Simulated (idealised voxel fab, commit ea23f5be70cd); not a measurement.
Title: Process Module voxel ribs on slabs
cross-section cut | 150 nm wide | cells 5 nm
Cross-section = grid of square cells, listed top down in bands; band = one or more rows.
Within each band entry, the heights of the top and of the bottom of the band appear first, in that order and in nm; the materials of the band then follow from left to right, each with its corresponding width in nm. The designation "throughout" on a single material indicates that it fills the band from edge to edge; the designation "air" indicates empty space.
We count height from 0. Below that, the starting wafer is all one material. The lowest band never ends at the bottom but goes on down; see "top 0, no bottom" for how that is written.
The two numbers in a width such as "30 to 40" mark its ends across the band: the first belongs to the top row of cells, the second to the bottom row, and from each row to the next the width moves by the same amount.
"no modification" -> step changed no cross-section cell.
"Sealed void inventory" enumerates empty spaces isolated from the top, with no open way to it, that contain at least 8 cells, giving each as width x height at distance from the left edge, all three in nm.
On each step's line, the part that comes after the settings is the simulator's own comment on the step.
overlay nm: right-of-plan distance of the mask on a masked step; negative values mean left-of-plan.

### The steps planned for the process are as follows
1) RECEIVE, material Si
2) DIRECTIONAL_DEP, material SiO2, thk nm 25
3) DIRECTIONAL_DEP, material polySi, thk nm 25
4) DIRECTIONAL_DEP, material aC, thk nm 10
5) PATTERN, tone cover, mask id RIB, material resist, width nm 25, thk nm 25, overlay nm 0
6) DIRECTIONAL_ETCH, etch materials aC, depth nm 10
7) STRIP, etch materials resist
8) DIRECTIONAL_ETCH, etch materials polySi, depth nm 10
9) STRIP, etch materials aC
10) MASKED_ETCH, tone cover, mask id SLAB, width nm 55, etch materials polySi, depth nm 15, overlay nm 0
11) FILL_DEP, material SiO2, thk nm 15
12) CMP, height nm 60
13) DIRECTIONAL_DEP, material W, thk nm 5
14) DIRECTIONAL_DEP, material aC, thk nm 10
15) PATTERN, tone cover, mask id HEATER, material resist, width nm 35, thk nm 30, overlay nm 0
16) DIRECTIONAL_ETCH, etch materials aC, depth nm 10
17) STRIP, etch materials resist
18) DIRECTIONAL_ETCH, etch materials W, depth nm 5
19) STRIP, etch materials aC
20) CONFORMAL_DEP, material SiN, thk nm 5

### Concerning the first of two wafers, which was run in accordance with the plan

### Cross-section, incoming material, after step 1
  top 0, no bottom  Si throughout
  Sealed void inventory: none

### After step 2: wafer cross-section
  top 25, bottom 0  SiO2 throughout
  Under the height 0 nothing was changed.

### After step 3: wafer cross-section
  top 50, bottom 25  polySi throughout
  Under the height 25 nothing was changed.

### After step 4: wafer cross-section
  top 60, bottom 50  aC throughout
  Under the height 50 nothing was changed.

### After step 5: wafer cross-section
  top 85, bottom 60  air 60 nm | resist 25 nm | air 65 nm
  Under the height 60 nothing was changed.

### After step 6: wafer cross-section
  top 75, bottom 60  air 60 nm | resist 25 nm | air 65 nm
  top 60, bottom 50  air 60 nm | aC 25 nm | air 65 nm
  Under the height 50 nothing was changed.

### After step 7: wafer cross-section
  top 60, bottom 50  air 60 nm | aC 25 nm | air 65 nm
  Under the height 50 nothing was changed.

### After step 8: wafer cross-section
  top 60, bottom 50  air 60 nm | aC 25 nm | air 65 nm
  top 50, bottom 40  air 60 nm | polySi 25 nm | air 65 nm
  Under the height 40 nothing was changed.

### After step 9: wafer cross-section
  top 50, bottom 40  air 60 nm | polySi 25 nm | air 65 nm
  Under the height 40 nothing was changed.

### After step 10: wafer cross-section
  top 50, bottom 40  air 60 nm | polySi 25 nm | air 65 nm
  top 40, bottom 25  air 45 nm | polySi 55 nm | air 50 nm
  Under the height 25 nothing was changed.

### After step 11: wafer cross-section
  top 65, bottom 50  SiO2 throughout
  top 50, bottom 40  SiO2 60 nm | polySi 25 nm | SiO2 65 nm
  top 40, bottom 25  SiO2 45 nm | polySi 55 nm | SiO2 50 nm
  Under the height 25 nothing was changed.

### After step 12: wafer cross-section
  top 60, bottom 50  SiO2 throughout
  Under the height 50 nothing was changed.

### After step 13: wafer cross-section
  top 65, bottom 60  W throughout
  Under the height 60 nothing was changed.

### After step 14: wafer cross-section
  top 75, bottom 65  aC throughout
  Under the height 65 nothing was changed.

### After step 15: wafer cross-section
  top 105, bottom 75  air 55 nm | resist 35 nm | air 60 nm
  Under the height 75 nothing was changed.

### After step 16: wafer cross-section
  top 95, bottom 75  air 55 nm | resist 35 nm | air 60 nm
  top 75, bottom 65  air 55 nm | aC 35 nm | air 60 nm
  Under the height 65 nothing was changed.

### After step 17: wafer cross-section
  top 75, bottom 65  air 55 nm | aC 35 nm | air 60 nm
  Under the height 65 nothing was changed.

### After step 18: wafer cross-section
  top 75, bottom 65  air 55 nm | aC 35 nm | air 60 nm
  top 65, bottom 60  air 55 nm | W 35 nm | air 60 nm
  Under the height 60 nothing was changed.

### After step 19: wafer cross-section
  top 65, bottom 60  air 55 nm | W 35 nm | air 60 nm
  Under the height 60 nothing was changed.

### After step 20: wafer cross-section
  top 70, bottom 65  air 50 nm | SiN 45 nm | air 55 nm
  top 65, bottom 60  SiN 55 nm | W 35 nm | SiN 60 nm
  Under the height 60 nothing was changed.

### It is to be noted that the second wafer proceeded from the same initial state and according to the same plan as the first, although one mistake was committed in its execution; through step 14, inclusive, the two wafers share an identical history

### Cross-section, second wafer, at the end time the plan gives for step 15
  top 105, bottom 75  resist 55 nm | air 35 nm | resist 60 nm
  Under the height 75 nothing was changed.

### Cross-section, second wafer, at the end time the plan gives for step 16
  top 95, bottom 75  resist 55 nm | air 35 nm | resist 60 nm
  top 75, bottom 65  aC 55 nm | air 35 nm | aC 60 nm
  Under the height 65 nothing was changed.

### Cross-section, second wafer, at the end time the plan gives for step 17
  top 75, bottom 65  aC 55 nm | air 35 nm | aC 60 nm
  Under the height 65 nothing was changed.

### Cross-section, second wafer, at the end time the plan gives for step 18
  top 75, bottom 65  aC 55 nm | air 35 nm | aC 60 nm
  top 65, bottom 60  W 55 nm | air 35 nm | W 60 nm
  Under the height 60 nothing was changed.

### Cross-section, second wafer, at the end time the plan gives for step 19
  top 65, bottom 60  W 55 nm | air 35 nm | W 60 nm
  Under the height 60 nothing was changed.

### Cross-section, second wafer, at the end time the plan gives for step 20
  top 70, bottom 65  SiN 60 nm | air 25 nm | SiN 65 nm
  top 65, bottom 60  W 55 nm | SiN 35 nm | W 60 nm
  Under the height 60 nothing was changed.
Finding, execution versus plan: rather than as planned, step 15 actually ran as PATTERN, tone open, mask id HEATER, material resist, width nm 35, thk nm 30, overlay nm 0
Materials where the second wafer ends with more or fewer cells than the first: 16 more of W
